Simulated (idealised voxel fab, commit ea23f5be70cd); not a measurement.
process module | voxel self aligned contacts
cross-section cut | 205 nm wide | cells 5 nm
A cross-section is a grid of square cells, given in bands from the top down. A band is one or more rows of cells.
Each band's line starts with the height of the band's top and of its bottom, in nm. Then come its materials from left to right, each with its width in nm. One material with "throughout" fills the band from edge to edge. "air" is empty space.
Height 0 is the level under which the wafer as received is all one material. The lowest band goes on downwards, as in "0 down".
A width such as "30 to 40" changes by the same amount from each row of cells to the next, from the band's top row to its bottom row.
"no change" after a step means that no cell of the cross-section changed.
closed voids: empty space of 8 cells or more with no open way to the top, each as width x height at its distance from the left edge, in nm
after a step's settings: what the simulator itself notes on the step
overlay nm, on a step with a mask: how far to the right of its planned place the mask lay; to the left if negative
plan
1 op RECEIVE | material Si
2 op CONFORMAL_DEP | material SiO2 | thk nm 5
3 op DIRECTIONAL_DEP | material polySi | thk nm 25
4 op DIRECTIONAL_DEP | material SiN | thk nm 20
5 op PATTERN | tone cover | mask id GATE | material resist | width nm 35 | pitch nm 70 | thk nm 15 | overlay nm 0
6 op DIRECTIONAL_ETCH | etch materials SiN | depth nm 20
7 op DIRECTIONAL_ETCH | etch materials polySi | depth nm 25
8 op STRIP | etch materials resist
9 op CONFORMAL_DEP | material SiN | thk nm 5
10 op DIRECTIONAL_ETCH | etch materials SiN | depth nm 5
11 op FILL_DEP | material SiO2 | thk nm 10
12 op CMP | height nm 55
13 op DIRECTIONAL_DEP | material aC | thk nm 10
14 op PATTERN | tone open | mask id CONTACT | material resist | width nm 55 | pitch nm 70 | thk nm 25 | overlay nm 0
15 op DIRECTIONAL_ETCH | etch materials aC | depth nm 10
16 op STRIP | etch materials resist
17 op DIRECTIONAL_ETCH | etch materials SiO2 | depth nm 55
18 op STRIP | etch materials aC
19 op CONFORMAL_DEP | material TiN | thk nm 5
20 op FILL_DEP | material Ru | thk nm 5
21 op CMP | height nm 55
22 op CONFORMAL_DEP | material SiN | thk nm 5
as received, after step 1
  0 down: Si throughout
  closed voids: none
first wafer at the end, as planned
  60 to 55: SiN throughout
  55 to 50: SiO2 40 | TiN 20 | Ru 15 | TiN 20 | SiO2 15 | TiN 20 | Ru 15 | TiN 20 | SiO2 40
  50 to 30: SiO2 10 | SiN 45 | TiN 5 | Ru 15 | TiN 5 | SiN 45 | TiN 5 | Ru 15 | TiN 5 | SiN 45 | SiO2 10
  30 to 5: SiO2 10 | SiN 5 | polySi 35 | SiN 5 | TiN 5 | Ru 15 | TiN 5 | SiN 5 | polySi 35 | SiN 5 | TiN 5 | Ru 15 | TiN 5 | SiN 5 | polySi 35 | SiN 5 | SiO2 10
  5 to 0: SiO2 55 | TiN 25 | SiO2 45 | TiN 25 | SiO2 55
  0 down: Si throughout
  closed voids: none
second wafer at the end: like start, like plan, one mistake
  60 to 55: SiN throughout
  55 to 50: SiO2 40 | TiN 55 | SiO2 15 | TiN 55 | SiO2 40
  50 to 30: SiN 20 | SiO2 20 | TiN 5 | SiN 45 | TiN 5 | SiO2 15 | TiN 5 | SiN 45 | TiN 5 | SiO2 20 | SiN 20
  30 to 5: polySi 15 | SiN 5 | SiO2 20 | TiN 5 | SiN 5 | polySi 35 | SiN 5 | TiN 5 | SiO2 15 | TiN 5 | SiN 5 | polySi 35 | SiN 5 | TiN 5 | SiO2 20 | SiN 5 | polySi 15
  5 to 0: SiO2 40 | TiN 5 | SiO2 45 | TiN 5 | SiO2 15 | TiN 5 | SiO2 45 | TiN 5 | SiO2 40
  0 down: Si throughout
  closed voids: none
what went wrong: step 5 ran as: op PATTERN | tone open | mask id GATE | material resist | width nm 35 | pitch nm 70 | thk nm 15 | overlay nm 0
at the end the second wafer has, in cells: 60 fewer of Ru | 4 fewer of SiN | 69 more of SiO2 | 5 fewer of polySi
